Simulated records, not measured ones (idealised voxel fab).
Title: Process Module voxel fin reveal
In the cross-section labelled cut, the width is 210 nm and each square cell is 5 nm.
Think of the cross-section as a grid of square cells. We describe it in bands, top to bottom, and each band covers one or more rows of those cells. The band entry comprises the height of the band's top followed by the height of its bottom, expressed in nm, and subsequently the band's materials from left to right, each stated together with its width in nm. Where a single material is marked with the word "everywhere", that material fills the band from edge to edge. The word "blank" represents empty space. Height is counted from the level 0, under which the received wafer is composed throughout of one material. The lowest of the bands is not closed at the bottom but continues downward, in the notation "0..down". Think of "30..40" as a width that walks from the first number to the second as you go down the band, top row to bottom row, taking equal-sized steps from row to row. "left unchanged" (step): cross-section cells unchanged, all of them. Each empty space that has no open way to the top and spans at least 8 cells appears under "Cavities, closed" as width x height at distance, the distance counted from the left edge, all in nm. The remark found on a step's line after its settings is issued by the simulator itself and pertains to that step. On any step carrying a mask, the "overlay nm" setting, if present on the step's line, tells how far right of its planned place the mask lay; negative values point to the left.
[Planned step list for the process]
1 RECEIVE [material Si]
2 CONFORMAL_DEP [material SiN] [thk nm 10]
3 DIRECTIONAL_DEP [material aC] [thk nm 15]
4 PATTERN [tone cover] [mask id FINS] [material resist] [width nm 15] [pitch nm 40] [thk nm 30] [overlay nm 0]
5 DIRECTIONAL_ETCH [etch materials aC] [depth nm 15]
6 STRIP [etch materials resist]
7 DIRECTIONAL_ETCH [etch materials SiN] [depth nm 10]
8 DIRECTIONAL_ETCH [etch materials Si] [depth nm 30]
9 STRIP [etch materials aC]
10 FILL_DEP [material SiO2] [thk nm 15]
11 CMP [height nm 10]
12 SELECTIVE_ETCH [etch materials SiO2] [depth nm 30]
13 STRIP [etch materials SiN]
14 CONFORMAL_DEP [material HfO2] [thk nm 5]
[Cross-sectional view of the wafer in its as-received condition, corresponding to the state after step 1]
    0..down | Si everywhere
    Cavities, closed: none
[First of two wafers, end-of-module section, run followed plan]
    5..0 | 70 blank, then 25 HfO2, then 15 blank, then 25 HfO2, then 75 blank
    0..-15 | 70 blank, then 5 HfO2, then 15 Si, then 5 HfO2, then 15 blank, then 5 HfO2, then 15 Si, then 5 HfO2, then 75 blank
    -15..-20 | 75 HfO2, then 15 Si, then 25 HfO2, then 15 Si, then 80 HfO2
    -20..-30 | 75 SiO2, then 15 Si, then 25 SiO2, then 15 Si, then 80 SiO2
    -30..down | Si everywhere
    Cavities, closed: none
[Cross-sectional view of the second of two wafers upon completion of the module. This wafer shared its starting condition and process plan with the first; one error was made during its execution]
    5..0 | 70 blank, then 25 HfO2, then 15 blank, then 25 HfO2, then 75 blank
    0..-15 | 70 blank, then 5 HfO2, then 15 Si, then 5 HfO2, then 15 blank, then 5 HfO2, then 15 Si, then 5 HfO2, then 75 blank
    -15..-20 | 75 HfO2, then 15 Si, then 25 HfO2, then 15 Si, then 80 HfO2
    -20..-35 | 75 SiO2, then 15 Si, then 25 SiO2, then 15 Si, then 80 SiO2
    -35..down | Si everywhere
    Cavities, closed: none
What went wrong in running the wafer? step 8 went in with a setting other than planned; the actual run was DIRECTIONAL_ETCH [etch materials Si] [depth nm 35]
End check, counted in cells, second wafer has more or fewer of these materials than the first: 36 fewer of Si, 36 more of SiO2
